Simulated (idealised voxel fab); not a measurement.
Herein follows the process module entitled voxel wiring stack.
FYI the section here is cut, 250 nm wide, cells are 5 nm squares.
Cross-section format: a grid of square cells, given as bands from top to bottom; each band is one or more rows of cells.
Within each band entry, the heights of the top and of the bottom of the band appear first, in that order and in nm; the materials of the band then follow from left to right, each with its corresponding width in nm. The designation "full width" on a single material indicates that it fills the band from edge to edge; the designation "air" indicates empty space.
Heights from 0 (as-received wafer is one material below). Bottom band endless downward, as "0 -> down".
Read "30 to 40" as a graded width: first number on top, second number at the bottom, same change between each pair of neighbouring rows.
A step reported as "no modifications" is a step in which no cell of the cross-section changed.
In the "Closed cavities" entry, you get each enclosed empty space of 8 cells or more, one with no open way to the top, written width x height at distance, distance from the left edge, in nm.
What comes after the settings on a step's line is commentary from the simulator itself on that step.
On any step carrying a mask, the "overlay nm" setting, if present on the step's line, tells how far right of its planned place the mask lay; negative values point to the left.
Note: before/after cross-section pairs follow, one process step per pair, after-side truncated at the lowest changed band, step and settings given beneath. Different runs of this module on the same starting wafer may supply the pairs; a pair continues the one above only where the "Geometry before processing" entry says so.
Geometry before processing:
  0 -> down | Si full width
  Closed cavities: none
Section After Processing:
  10 -> 0 | SiO2 full width
  Nothing below the height 0 has changed.
  Closed cavities: none
Step linking the sections shown: op CONFORMAL_DEP | material SiO2 | thk nm 10
Geometry before processing: see preceding pair, after cross-section.
Section After Processing:
  15 -> 10 | SiCN full width
  Nothing below the height 10 has changed.
  Closed cavities: none
Step linking the sections shown: op CONFORMAL_DEP | material SiCN | thk nm 5
Geometry before processing: see preceding pair, after cross-section.
Section After Processing:
  30 -> 15 | SiO2 full width
  Nothing below the height 15 has changed.
  Closed cavities: none
Step linking the sections shown: op DIRECTIONAL_DEP | material SiO2 | thk nm 15
Geometry before processing: see preceding pair, after cross-section.
Section After Processing:
  40 -> 30 | aC full width
  Nothing below the height 30 has changed.
  Closed cavities: none
Step linking the sections shown: op DIRECTIONAL_DEP | material aC | thk nm 10
Geometry before processing: see preceding pair, after cross-section.
Section After Processing:
  65 -> 40 | 80 of resist / 20 of air / 15 of resist / 20 of air / 15 of resist / 20 of air / 80 of resist
  Nothing below the height 40 has changed.
  Closed cavities: none
Step linking the sections shown: op PATTERN | tone open | mask id METAL_1 | material resist | width nm 20 | pitch nm 35 | thk nm 25 | overlay nm 0
Geometry before processing: see preceding pair, after cross-section.
Section After Processing:
  55 -> 40 | 80 of resist / 20 of air / 15 of resist / 20 of air / 15 of resist / 20 of air / 80 of resist
  40 -> 30 | 80 of aC / 20 of air / 15 of aC / 20 of air / 15 of aC / 20 of air / 80 of aC
  Nothing below the height 30 has changed.
  Closed cavities: none
Step linking the sections shown: op DIRECTIONAL_ETCH | etch materials aC | depth nm 10
Geometry before processing: see preceding pair, after cross-section.
Section After Processing:
  40 -> 30 | 80 of aC / 20 of air / 15 of aC / 20 of air / 15 of aC / 20 of air / 80 of aC
  Nothing below the height 30 has changed.
  Closed cavities: none
Step linking the sections shown: op STRIP | etch materials resist
Geometry before processing: see preceding pair, after cross-section.
Section After Processing:
  40 -> 30 | 80 of aC / 20 of air / 15 of aC / 20 of air / 15 of aC / 20 of air / 80 of aC
  30 -> 15 | 80 of SiO2 / 20 of air / 15 of SiO2 / 20 of air / 15 of SiO2 / 20 of air / 80 of SiO2
  Nothing below the height 15 has changed.
  Closed cavities: none
Step linking the sections shown: op DIRECTIONAL_ETCH | etch materials SiO2 | depth nm 15
Geometry before processing: see preceding pair, after cross-section.
Section After Processing:
  40 -> 30 | 80 of aC / 20 of air / 15 of aC / 20 of air / 15 of aC / 20 of air / 80 of aC
  30 -> 15 | 80 of SiO2 / 20 of air / 15 of SiO2 / 20 of air / 15 of SiO2 / 20 of air / 80 of SiO2
  15 -> 10 | 80 of SiCN / 20 of air / 15 of SiCN / 20 of air / 15 of SiCN / 20 of air / 80 of SiCN
  Nothing below the height 10 has changed.
  Closed cavities: none
Step linking the sections shown: op DIRECTIONAL_ETCH | etch materials SiCN | depth nm 5
Geometry before processing: see preceding pair, after cross-section.
Section After Processing:
  30 -> 15 | 80 of SiO2 / 20 of air / 15 of SiO2 / 20 of air / 15 of SiO2 / 20 of air / 80 of SiO2
  Nothing below the height 15 has changed.
  Closed cavities: none
Step linking the sections shown: op STRIP | etch materials aC
Geometry before processing: see preceding pair, after cross-section.
Section After Processing:
  35 -> 30 | 85 of TiN / 10 of air / 25 of TiN / 10 of air / 25 of TiN / 10 of air / 85 of TiN
  30 -> 15 | 80 of SiO2 / 5 of TiN / 10 of air / 5 of TiN / 15 of SiO2 / 5 of TiN / 10 of air / 5 of TiN / 15 of SiO2 / 5 of TiN / 10 of air / 5 of TiN / 80 of SiO2
  15 -> 10 | 80 of SiCN / 20 of TiN / 15 of SiCN / 20 of TiN / 15 of SiCN / 20 of TiN / 80 of SiCN
  Nothing below the height 10 has changed.
  Closed cavities: none
Step linking the sections shown: op CONFORMAL_DEP | material TiN | thk nm 5
Geometry before processing: see preceding pair, after cross-section.
Section After Processing:
  45 -> 35 | Cu full width
  35 -> 30 | 85 of TiN / 10 of Cu / 25 of TiN / 10 of Cu / 25 of TiN / 10 of Cu / 85 of TiN
  30 -> 15 | 80 of SiO2 / 5 of TiN / 10 of Cu / 5 of TiN / 15 of SiO2 / 5 of TiN / 10 of Cu / 5 of TiN / 15 of SiO2 / 5 of TiN / 10 of Cu / 5 of TiN / 80 of SiO2
  Nothing below the height 15 has changed.
  Closed cavities: none
Step linking the sections shown: op FILL_DEP | material Cu | thk nm 10
Geometry before processing: see preceding pair, after cross-section.
Section After Processing:
  30 -> 15 | 80 of SiO2 / 5 of TiN / 10 of Cu / 5 of TiN / 15 of SiO2 / 5 of TiN / 10 of Cu / 5 of TiN / 15 of SiO2 / 5 of TiN / 10 of Cu / 5 of TiN / 80 of SiO2
  Nothing below the height 15 has changed.
  Closed cavities: none
Step linking the sections shown: op CMP | height nm 30
Geometry before processing: see preceding pair, after cross-section.
Section After Processing:
  35 -> 30 | 75 of air / 30 of Ru / 5 of air / 30 of Ru / 5 of air / 30 of Ru / 75 of air
  Nothing below the height 30 has changed.
  Closed cavities: none
Step linking the sections shown: op EPI | material Ru | thk nm 5
Geometry before processing: see preceding pair, after cross-section.
Section After Processing:
  40 -> 35 | SiCN full width
  35 -> 30 | 75 of SiCN / 30 of Ru / 5 of SiCN / 30 of Ru / 5 of SiCN / 30 of Ru / 75 of SiCN
  Nothing below the height 30 has changed.
  Closed cavities: none
Step linking the sections shown: op FILL_DEP | material SiCN | thk nm 5
Geometry before processing: see preceding pair, after cross-section.
Section After Processing:
  55 -> 40 | SiO2 full width
  Nothing below the height 40 has changed.
  Closed cavities: none
Step linking the sections shown: op DIRECTIONAL_DEP | material SiO2 | thk nm 15
Geometry before processing: see preceding pair, after cross-section.
Section After Processing:
  65 -> 55 | aC full width
  Nothing below the height 55 has changed.
  Closed cavities: none
Step linking the sections shown: op DIRECTIONAL_DEP | material aC | thk nm 10
Geometry before processing: see preceding pair, after cross-section.
Section After Processing:
  90 -> 65 | 80 of resist / 15 of air / 55 of resist / 15 of air / 85 of resist
  Nothing below the height 65 has changed.
  Closed cavities: none
Step linking the sections shown: op PATTERN | tone open | mask id PLUG_1 | material resist | width nm 15 | pitch nm 70 | thk nm 25 | overlay nm 0
Geometry before processing: see preceding pair, after cross-section.
Section After Processing:
  80 -> 65 | 80 of resist / 15 of air / 55 of resist / 15 of air / 85 of resist
  65 -> 55 | 80 of aC / 15 of air / 55 of aC / 15 of air / 85 of aC
  Nothing below the height 55 has changed.
  Closed cavities: none
Step linking the sections shown: op DIRECTIONAL_ETCH | etch materials aC | depth nm 10
Geometry before processing: see preceding pair, after cross-section.
Section After Processing:
  65 -> 55 | 80 of aC / 15 of air / 55 of aC / 15 of air / 85 of aC
  Nothing below the height 55 has changed.
  Closed cavities: none
Step linking the sections shown: op STRIP | etch materials resist
Geometry before processing: see preceding pair, after cross-section.
Section After Processing:
  65 -> 55 | 80 of aC / 15 of air / 55 of aC / 15 of air / 85 of aC
  55 -> 40 | 80 of SiO2 / 15 of air / 55 of SiO2 / 15 of air / 85 of SiO2
  Nothing below the height 40 has changed.
  Closed cavities: none
Step linking the sections shown: op DIRECTIONAL_ETCH | etch materials SiO2 | depth nm 15
Geometry before processing: see preceding pair, after cross-section.
Section After Processing:
  65 -> 55 | 80 of aC / 15 of air / 55 of aC / 15 of air / 85 of aC
  55 -> 40 | 80 of SiO2 / 15 of air / 55 of SiO2 / 15 of air / 85 of SiO2
  40 -> 35 | 80 of SiCN / 15 of air / 55 of SiCN / 15 of air / 85 of SiCN
  Nothing below the height 35 has changed.
  Closed cavities: none
Step linking the sections shown: op DIRECTIONAL_ETCH | etch materials SiCN | depth nm 5
Geometry before processing: see preceding pair, after cross-section.
Section After Processing:
  55 -> 40 | 80 of SiO2 / 15 of air / 55 of SiO2 / 15 of air / 85 of SiO2
  Nothing below the height 40 has changed.
  Closed cavities: none
Step linking the sections shown: op STRIP | etch materials aC
Geometry before processing: see preceding pair, after cross-section.
Section After Processing:
  60 -> 55 | 85 of TiN / 5 of air / 65 of TiN / 5 of air / 90 of TiN
  55 -> 40 | 80 of SiO2 / 5 of TiN / 5 of air / 5 of TiN / 55 of SiO2 / 5 of TiN / 5 of air / 5 of TiN / 85 of SiO2
  40 -> 35 | 80 of SiCN / 15 of TiN / 55 of SiCN / 15 of TiN / 85 of SiCN
  Nothing below the height 35 has changed.
  Closed cavities: none
Step linking the sections shown: op CONFORMAL_DEP | material TiN | thk nm 5
Geometry before processing: see preceding pair, after cross-section.
Section After Processing:
  65 -> 60 | W full width
  60 -> 55 | 85 of TiN / 5 of W / 65 of TiN / 5 of W / 90 of TiN
  55 -> 40 | 80 of SiO2 / 5 of TiN / 5 of W / 5 of TiN / 55 of SiO2 / 5 of TiN / 5 of W / 5 of TiN / 85 of SiO2
  Nothing below the height 40 has changed.
  Closed cavities: none
Step linking the sections shown: op FILL_DEP | material W | thk nm 5
Geometry before processing: see preceding pair, after cross-section.
Section After Processing:
  55 -> 40 | 80 of SiO2 / 5 of TiN / 5 of W / 5 of TiN / 55 of SiO2 / 5 of TiN / 5 of W / 5 of TiN / 85 of SiO2
  Nothing below the height 40 has changed.
  Closed cavities: none
Step linking the sections shown: op CMP | height nm 55
Geometry before processing: see preceding pair, after cross-section.
Section After Processing:
  60 -> 55 | TiN full width
  Nothing below the height 55 has changed.
  Closed cavities: none
Step linking the sections shown: op DIRECTIONAL_DEP | material TiN | thk nm 5
Geometry before processing: see preceding pair, after cross-section.
Section After Processing:
  85 -> 60 | W full width
  Nothing below the height 60 has changed.
  Closed cavities: none
Step linking the sections shown: op DIRECTIONAL_DEP | material W | thk nm 25
Geometry before processing: see preceding pair, after cross-section.
Section After Processing:
  85 -> 60 | 80 of air / 20 of W / 15 of air / 20 of W / 15 of air / 20 of W / 80 of air
  Nothing below the height 60 has changed.
  Closed cavities: none
Step linking the sections shown: op MASKED_ETCH | tone cover | mask id METAL_2 | width nm 20 | pitch nm 35 | etch materials W | depth nm 25 | overlay nm 0
Geometry before processing: see preceding pair, after cross-section.
Section After Processing:
  85 -> 60 | 80 of air / 20 of W / 15 of air / 20 of W / 15 of air / 20 of W / 80 of air
  60 -> 55 | 80 of air / 20 of TiN / 15 of air / 20 of TiN / 15 of air / 20 of TiN / 80 of air
  Nothing below the height 55 has changed.
  Closed cavities: none
Step linking the sections shown: op MASKED_ETCH | tone cover | mask id METAL_2 | width nm 20 | pitch nm 35 | etch materials TiN | depth nm 5 | overlay nm 0
Geometry before processing: see preceding pair, after cross-section.
Section After Processing:
  90 -> 85 | 75 of air / 30 of SiN / 5 of air / 30 of SiN / 5 of air / 30 of SiN / 75 of air
  85 -> 60 | 75 of air / 5 of SiN / 20 of W / 5 of SiN / 5 of air / 5 of SiN / 20 of W / 5 of SiN / 5 of air / 5 of SiN / 20 of W / 5 of SiN / 75 of air
  60 -> 55 | 80 of SiN / 20 of TiN / 15 of SiN / 20 of TiN / 15 of SiN / 20 of TiN / 80 of SiN
  Nothing below the height 55 has changed.
  Closed cavities: none
Step linking the sections shown: op CONFORMAL_DEP | material SiN | thk nm 5
Geometry before processing: see preceding pair, after cross-section.
Section After Processing:
  95 -> 90 | SiO2 full width
  90 -> 85 | 75 of SiO2 / 30 of SiN / 5 of SiO2 / 30 of SiN / 5 of SiO2 / 30 of SiN / 75 of SiO2
  85 -> 60 | 75 of SiO2 / 5 of SiN / 20 of W / 5 of SiN / 5 of SiO2 / 5 of SiN / 20 of W / 5 of SiN / 5 of SiO2 / 5 of SiN / 20 of W / 5 of SiN / 75 of SiO2
  Nothing below the height 60 has changed.
  Closed cavities: none
Step linking the sections shown: op FILL_DEP | material SiO2 | thk nm 5
Geometry before processing: see preceding pair, after cross-section.
Section After Processing:
  85 -> 60 | 75 of SiO2 / 5 of SiN / 20 of W / 5 of SiN / 5 of SiO2 / 5 of SiN / 20 of W / 5 of SiN / 5 of SiO2 / 5 of SiN / 20 of W / 5 of SiN / 75 of SiO2
  Nothing below the height 60 has changed.
  Closed cavities: none
Step linking the sections shown: op CMP | height nm 85
Geometry before processing: see preceding pair, after cross-section.
Section After Processing:
  90 -> 85 | SiCN full width
  Nothing below the height 85 has changed.
  Closed cavities: none
Step linking the sections shown: op CONFORMAL_DEP | material SiCN | thk nm 5
Geometry before processing: see preceding pair, after cross-section.
Section After Processing:
  115 -> 90 | lowk full width
  Nothing below the height 90 has changed.
  Closed cavities: none
Step linking the sections shown: op DIRECTIONAL_DEP | material lowk | thk nm 25
Geometry before processing: see preceding pair, after cross-section.
Section After Processing:
  125 -> 115 | aC full width
  Nothing below the height 115 has changed.
  Closed cavities: none
Step linking the sections shown: op DIRECTIONAL_DEP | material aC | thk nm 10
Geometry before processing: see preceding pair, after cross-section.
Section After Processing:
  150 -> 125 | 80 of resist / 20 of air / 15 of resist / 20 of air / 15 of resist / 20 of air / 80 of resist
  Nothing below the height 125 has changed.
  Closed cavities: none
Step linking the sections shown: op PATTERN | tone open | mask id METAL_3 | material resist | width nm 20 | pitch nm 35 | thk nm 25 | overlay nm 0
Geometry before processing: see preceding pair, after cross-section.
Section After Processing:
  140 -> 125 | 80 of resist / 20 of air / 15 of resist / 20 of air / 15 of resist / 20 of air / 80 of resist
  125 -> 115 | 80 of aC / 20 of air / 15 of aC / 20 of air / 15 of aC / 20 of air / 80 of aC
  Nothing below the height 115 has changed.
  Closed cavities: none
Step linking the sections shown: op DIRECTIONAL_ETCH | etch materials aC | depth nm 10
Geometry before processing: see preceding pair, after cross-section.
Section After Processing:
  125 -> 115 | 80 of aC / 20 of air / 15 of aC / 20 of air / 15 of aC / 20 of air / 80 of aC
  Nothing below the height 115 has changed.
  Closed cavities: none
Step linking the sections shown: op STRIP | etch materials resist
Geometry before processing: see preceding pair, after cross-section.
Section After Processing:
  125 -> 115 | 80 of aC / 20 of air / 15 of aC / 20 of air / 15 of aC / 20 of air / 80 of aC
  115 -> 100 | 80 of lowk / 20 of air / 15 of lowk / 20 of air / 15 of lowk / 20 of air / 80 of lowk
  Nothing below the height 100 has changed.
  Closed cavities: none
Step linking the sections shown: op DIRECTIONAL_ETCH | etch materials lowk | depth nm 15
Geometry before processing: see preceding pair, after cross-section.
Section After Processing:
  115 -> 100 | 80 of lowk / 20 of air / 15 of lowk / 20 of air / 15 of lowk / 20 of air / 80 of lowk
  Nothing below the height 100 has changed.
  Closed cavities: none
Step linking the sections shown: op STRIP | etch materials aC
Geometry before processing: see preceding pair, after cross-section.
Section After Processing:
  135 -> 115 | 80 of resist / 15 of air / 20 of resist / 15 of air / 20 of resist / 15 of air / 85 of resist
  115 -> 100 | 80 of lowk / 15 of air / 5 of resist / 15 of lowk / 15 of air / 5 of resist / 15 of lowk / 15 of air / 5 of resist / 80 of lowk
  Nothing below the height 100 has changed.
  Closed cavities: none
Step linking the sections shown: op PATTERN | tone open | mask id METAL_3_HOLES | material resist | width nm 15 | pitch nm 35 | thk nm 20 | overlay nm 0
Geometry before processing: see preceding pair, after cross-section.
Section After Processing:
  135 -> 115 | 80 of resist / 15 of air / 20 of resist / 15 of air / 20 of resist / 15 of air / 85 of resist
  115 -> 100 | 80 of lowk / 15 of air / 5 of resist / 15 of lowk / 15 of air / 5 of resist / 15 of lowk / 15 of air / 5 of resist / 80 of lowk
  100 -> 90 | 80 of lowk / 15 of air / 20 of lowk / 15 of air / 20 of lowk / 15 of air / 85 of lowk
  Nothing below the height 90 has changed.
  Closed cavities: none
Step linking the sections shown: op DIRECTIONAL_ETCH | etch materials lowk | depth nm 10
Geometry before processing: see preceding pair, after cross-section.
Section After Processing:
  135 -> 115 | 80 of resist / 15 of air / 20 of resist / 15 of air / 20 of resist / 15 of air / 85 of resist
  115 -> 100 | 80 of lowk / 15 of air / 5 of resist / 15 of lowk / 15 of air / 5 of resist / 15 of lowk / 15 of air / 5 of resist / 80 of lowk
  100 -> 90 | 80 of lowk / 15 of air / 20 of lowk / 15 of air / 20 of lowk / 15 of air / 85 of lowk
  90 -> 85 | 80 of SiCN / 15 of air / 20 of SiCN / 15 of air / 20 of SiCN / 15 of air / 85 of SiCN
  Nothing below the height 85 has changed.
  Closed cavities: none
Step linking the sections shown: op DIRECTIONAL_ETCH | etch materials SiCN | depth nm 5
Geometry before processing: see preceding pair, after cross-section.
Section After Processing:
  115 -> 100 | 80 of lowk / 20 of air / 15 of lowk / 20 of air / 15 of lowk / 20 of air / 80 of lowk
  Nothing below the height 100 has changed.
  Closed cavities: none
Step linking the sections shown: op STRIP | etch materials resist
Geometry before processing: see preceding pair, after cross-section.
Section After Processing:
  120 -> 115 | 85 of TiN / 10 of air / 25 of TiN / 10 of air / 25 of TiN / 10 of air / 85 of TiN
  115 -> 105 | 80 of lowk / 5 of TiN / 10 of air / 5 of TiN / 15 of lowk / 5 of TiN / 10 of air / 5 of TiN / 15 of lowk / 5 of TiN / 10 of air / 5 of TiN / 80 of lowk
  105 -> 100 | 80 of lowk / 5 of TiN / 5 of air / 10 of TiN / 15 of lowk / 5 of TiN / 5 of air / 10 of TiN / 15 of lowk / 5 of TiN / 5 of air / 10 of TiN / 80 of lowk
  100 -> 90 | 80 of lowk / 5 of TiN / 5 of air / 5 of TiN / 20 of lowk / 5 of TiN / 5 of air / 5 of TiN / 20 of lowk / 5 of TiN / 5 of air / 5 of TiN / 85 of lowk
  90 -> 85 | 80 of SiCN / 15 of TiN / 20 of SiCN / 15 of TiN / 20 of SiCN / 15 of TiN / 85 of SiCN
  Nothing below the height 85 has changed.
  Closed cavities: none
Step linking the sections shown: op CONFORMAL_DEP | material TiN | thk nm 5
Geometry before processing: see preceding pair, after cross-section.
Section After Processing:
  130 -> 120 | Cu full width
  120 -> 115 | 85 of TiN / 10 of Cu / 25 of TiN / 10 of Cu / 25 of TiN / 10 of Cu / 85 of TiN
  115 -> 105 | 80 of lowk / 5 of TiN / 10 of Cu / 5 of TiN / 15 of lowk / 5 of TiN / 10 of Cu / 5 of TiN / 15 of lowk / 5 of TiN / 10 of Cu / 5 of TiN / 80 of lowk
  105 -> 100 | 80 of lowk / 5 of TiN / 5 of Cu / 10 of TiN / 15 of lowk / 5 of TiN / 5 of Cu / 10 of TiN / 15 of lowk / 5 of TiN / 5 of Cu / 10 of TiN / 80 of lowk
  100 -> 90 | 80 of lowk / 5 of TiN / 5 of Cu / 5 of TiN / 20 of lowk / 5 of TiN / 5 of Cu / 5 of TiN / 20 of lowk / 5 of TiN / 5 of Cu / 5 of TiN / 85 of lowk
  Nothing below the height 90 has changed.
  Closed cavities: none
Step linking the sections shown: op FILL_DEP | material Cu | thk nm 10
Geometry before processing: see preceding pair, after cross-section.
Section After Processing:
  115 -> 105 | 80 of lowk / 5 of TiN / 10 of Cu / 5 of TiN / 15 of lowk / 5 of TiN / 10 of Cu / 5 of TiN / 15 of lowk / 5 of TiN / 10 of Cu / 5 of TiN / 80 of lowk
  Nothing below the height 105 has changed.
  Closed cavities: none
Step linking the sections shown: op CMP | height nm 115
Geometry before processing: see preceding pair, after cross-section.
Section After Processing:
  120 -> 115 | SiN full width
  Nothing below the height 115 has changed.
  Closed cavities: none
Step linking the sections shown: op CONFORMAL_DEP | material SiN | thk nm 5
Geometry before processing:
  0 -> down | Si full width
  Closed cavities: none
Section After Processing:
  5 -> 0 | SiCN full width
  Nothing below the height 0 has changed.
  Closed cavities: none
Step linking the sections shown: op CONFORMAL_DEP | material SiCN | thk nm 5
Geometry before processing: see preceding pair, after cross-section.
Section After Processing:
  20 -> 5 | SiO2 full width
  Nothing below the height 5 has changed.
  Closed cavities: none
Step linking the sections shown: op DIRECTIONAL_DEP | material SiO2 | thk nm 15
Geometry before processing: see preceding pair, after cross-section.
Section After Processing:
  30 -> 20 | aC full width
  Nothing below the height 20 has changed.
  Closed cavities: none
Step linking the sections shown: op DIRECTIONAL_DEP | material aC | thk nm 10
Geometry before processing: see preceding pair, after cross-section.
Section After Processing:
  55 -> 30 | 80 of resist / 20 of air / 15 of resist / 20 of air / 15 of resist / 20 of air / 80 of resist
  Nothing below the height 30 has changed.
  Closed cavities: none
Step linking the sections shown: op PATTERN | tone open | mask id METAL_1 | material resist | width nm 20 | pitch nm 35 | thk nm 25 | overlay nm 0
Geometry before processing: see preceding pair, after cross-section.
Section After Processing:
  45 -> 30 | 80 of resist / 20 of air / 15 of resist / 20 of air / 15 of resist / 20 of air / 80 of resist
  30 -> 20 | 80 of aC / 20 of air / 15 of aC / 20 of air / 15 of aC / 20 of air / 80 of aC
  Nothing below the height 20 has changed.
  Closed cavities: none
Step linking the sections shown: op DIRECTIONAL_ETCH | etch materials aC | depth nm 10
Geometry before processing: see preceding pair, after cross-section.
Section After Processing:
  30 -> 20 | 80 of aC / 20 of air / 15 of aC / 20 of air / 15 of aC / 20 of air / 80 of aC
  Nothing below the height 20 has changed.
  Closed cavities: none
Step linking the sections shown: op STRIP | etch materials resist
Geometry before processing: see preceding pair, after cross-section.
Section After Processing:
  30 -> 20 | 80 of aC / 20 of air / 15 of aC / 20 of air / 15 of aC / 20 of air / 80 of aC
  20 -> 5 | 80 of SiO2 / 20 of air / 15 of SiO2 / 20 of air / 15 of SiO2 / 20 of air / 80 of SiO2
  Nothing below the height 5 has changed.
  Closed cavities: none
Step linking the sections shown: op DIRECTIONAL_ETCH | etch materials SiO2 | depth nm 15
Geometry before processing: see preceding pair, after cross-section.
Section After Processing:
  30 -> 20 | 80 of aC / 20 of air / 15 of aC / 20 of air / 15 of aC / 20 of air / 80 of aC
  20 -> 5 | 80 of SiO2 / 20 of air / 15 of SiO2 / 20 of air / 15 of SiO2 / 20 of air / 80 of SiO2
  5 -> 0 | 80 of SiCN / 20 of air / 15 of SiCN / 20 of air / 15 of SiCN / 20 of air / 80 of SiCN
  Nothing below the height 0 has changed.
  Closed cavities: none
Step linking the sections shown: op DIRECTIONAL_ETCH | etch materials SiCN | depth nm 5
Geometry before processing: see preceding pair, after cross-section.
Section After Processing:
  20 -> 5 | 80 of SiO2 / 20 of air / 15 of SiO2 / 20 of air / 15 of SiO2 / 20 of air / 80 of SiO2
  Nothing below the height 5 has changed.
  Closed cavities: none
Step linking the sections shown: op STRIP | etch materials aC
Geometry before processing: see preceding pair, after cross-section.
Section After Processing:
  25 -> 20 | 85 of TiN / 10 of air / 25 of TiN / 10 of air / 25 of TiN / 10 of air / 85 of TiN
  20 -> 5 | 80 of SiO2 / 5 of TiN / 10 of air / 5 of TiN / 15 of SiO2 / 5 of TiN / 10 of air / 5 of TiN / 15 of SiO2 / 5 of TiN / 10 of air / 5 of TiN / 80 of SiO2
  5 -> 0 | 80 of SiCN / 20 of TiN / 15 of SiCN / 20 of TiN / 15 of SiCN / 20 of TiN / 80 of SiCN
  Nothing below the height 0 has changed.
  Closed cavities: none
Step linking the sections shown: op CONFORMAL_DEP | material TiN | thk nm 5
Geometry before processing: see preceding pair, after cross-section.
Section After Processing:
  35 -> 25 | Cu full width
  25 -> 20 | 85 of TiN / 10 of Cu / 25 of TiN / 10 of Cu / 25 of TiN / 10 of Cu / 85 of TiN
  20 -> 5 | 80 of SiO2 / 5 of TiN / 10 of Cu / 5 of TiN / 15 of SiO2 / 5 of TiN / 10 of Cu / 5 of TiN / 15 of SiO2 / 5 of TiN / 10 of Cu / 5 of TiN / 80 of SiO2
  Nothing below the height 5 has changed.
  Closed cavities: none
Step linking the sections shown: op FILL_DEP | material Cu | thk nm 10
Geometry before processing: see preceding pair, after cross-section.
Section After Processing:
  30 -> 25 | Cu full width
  Nothing below the height 25 has changed.
  Closed cavities: none
Step linking the sections shown: op CMP | height nm 30
Geometry before processing: see preceding pair, after cross-section.
Section After Processing:
  35 -> 30 | Ru full width
  Nothing below the height 30 has changed.
  Closed cavities: none
Step linking the sections shown: op EPI | material Ru | thk nm 5
Geometry before processing: see preceding pair, after cross-section.
Section After Processing:
  40 -> 35 | SiCN full width
  Nothing below the height 35 has changed.
  Closed cavities: none
Step linking the sections shown: op FILL_DEP | material SiCN | thk nm 5
Geometry before processing: see preceding pair, after cross-section.
Section After Processing:
  55 -> 40 | SiO2 full width
  Nothing below the height 40 has changed.
  Closed cavities: none
Step linking the sections shown: op DIRECTIONAL_DEP | material SiO2 | thk nm 15
Geometry before processing: see preceding pair, after cross-section.
Section After Processing:
  65 -> 55 | aC full width
  Nothing below the height 55 has changed.
  Closed cavities: none
Step linking the sections shown: op DIRECTIONAL_DEP | material aC | thk nm 10
Geometry before processing: see preceding pair, after cross-section.
Section After Processing:
  90 -> 65 | 80 of resist / 15 of air / 55 of resist / 15 of air / 85 of resist
  Nothing below the height 65 has changed.
  Closed cavities: none
Step linking the sections shown: op PATTERN | tone open | mask id PLUG_1 | material resist | width nm 15 | pitch nm 70 | thk nm 25 | overlay nm 0
Geometry before processing: see preceding pair, after cross-section.
Section After Processing:
  80 -> 65 | 80 of resist / 15 of air / 55 of resist / 15 of air / 85 of resist
  65 -> 55 | 80 of aC / 15 of air / 55 of aC / 15 of air / 85 of aC
  Nothing below the height 55 has changed.
  Closed cavities: none
Step linking the sections shown: op DIRECTIONAL_ETCH | etch materials aC | depth nm 10
Geometry before processing: see preceding pair, after cross-section.
Section After Processing:
  65 -> 55 | 80 of aC / 15 of air / 55 of aC / 15 of air / 85 of aC
  Nothing below the height 55 has changed.
  Closed cavities: none
Step linking the sections shown: op STRIP | etch materials resist
Geometry before processing: see preceding pair, after cross-section.
Section After Processing:
  65 -> 55 | 80 of aC / 15 of air / 55 of aC / 15 of air / 85 of aC
  55 -> 40 | 80 of SiO2 / 15 of air / 55 of SiO2 / 15 of air / 85 of SiO2
  Nothing below the height 40 has changed.
  Closed cavities: none
Step linking the sections shown: op DIRECTIONAL_ETCH | etch materials SiO2 | depth nm 15
Geometry before processing: see preceding pair, after cross-section.
Section After Processing:
  65 -> 55 | 80 of aC / 15 of air / 55 of aC / 15 of air / 85 of aC
  55 -> 40 | 80 of SiO2 / 15 of air / 55 of SiO2 / 15 of air / 85 of SiO2
  40 -> 35 | 80 of SiCN / 15 of air / 55 of SiCN / 15 of air / 85 of SiCN
  Nothing below the height 35 has changed.
  Closed cavities: none
Step linking the sections shown: op DIRECTIONAL_ETCH | etch materials SiCN | depth nm 5
Geometry before processing: see preceding pair, after cross-section.
Section After Processing:
  55 -> 40 | 80 of SiO2 / 15 of air / 55 of SiO2 / 15 of air / 85 of SiO2
  Nothing below the height 40 has changed.
  Closed cavities: none
Step linking the sections shown: op STRIP | etch materials aC
Geometry before processing: see preceding pair, after cross-section.
Section After Processing:
  60 -> 55 | 85 of TiN / 5 of air / 65 of TiN / 5 of air / 90 of TiN
  55 -> 40 | 80 of SiO2 / 5 of TiN / 5 of air / 5 of TiN / 55 of SiO2 / 5 of TiN / 5 of air / 5 of TiN / 85 of SiO2
  40 -> 35 | 80 of SiCN / 15 of TiN / 55 of SiCN / 15 of TiN / 85 of SiCN
  Nothing below the height 35 has changed.
  Closed cavities: none
Step linking the sections shown: op CONFORMAL_DEP | material TiN | thk nm 5
Geometry before processing: see preceding pair, after cross-section.
Section After Processing:
  65 -> 60 | W full width
  60 -> 55 | 85 of TiN / 5 of W / 65 of TiN / 5 of W / 90 of TiN
  55 -> 40 | 80 of SiO2 / 5 of TiN / 5 of W / 5 of TiN / 55 of SiO2 / 5 of TiN / 5 of W / 5 of TiN / 85 of SiO2
  Nothing below the height 40 has changed.
  Closed cavities: none
Step linking the sections shown: op FILL_DEP | material W | thk nm 5
Geometry before processing: see preceding pair, after cross-section.
Section After Processing:
  55 -> 40 | 80 of SiO2 / 5 of TiN / 5 of W / 5 of TiN / 55 of SiO2 / 5 of TiN / 5 of W / 5 of TiN / 85 of SiO2
  Nothing below the height 40 has changed.
  Closed cavities: none
Step linking the sections shown: op CMP | height nm 55
Geometry before processing: see preceding pair, after cross-section.
Section After Processing:
  60 -> 55 | TiN full width
  Nothing below the height 55 has changed.
  Closed cavities: none
Step linking the sections shown: op DIRECTIONAL_DEP | material TiN | thk nm 5
Geometry before processing: see preceding pair, after cross-section.
Section After Processing:
  85 -> 60 | W full width
  Nothing below the height 60 has changed.
  Closed cavities: none
Step linking the sections shown: op DIRECTIONAL_DEP | material W | thk nm 25
Geometry before processing: see preceding pair, after cross-section.
Section After Processing:
  85 -> 60 | 80 of air / 20 of W / 15 of air / 20 of W / 15 of air / 20 of W / 80 of air
  Nothing below the height 60 has changed.
  Closed cavities: none
Step linking the sections shown: op MASKED_ETCH | tone cover | mask id METAL_2 | width nm 20 | pitch nm 35 | etch materials W | depth nm 25 | overlay nm 0
Geometry before processing: see preceding pair, after cross-section.
Section After Processing:
  85 -> 60 | 80 of air / 20 of W / 15 of air / 20 of W / 15 of air / 20 of W / 80 of air
  60 -> 55 | 80 of air / 20 of TiN / 15 of air / 20 of TiN / 15 of air / 20 of TiN / 80 of air
  Nothing below the height 55 has changed.
  Closed cavities: none
Step linking the sections shown: op MASKED_ETCH | tone cover | mask id METAL_2 | width nm 20 | pitch nm 35 | etch materials TiN | depth nm 5 | overlay nm 0
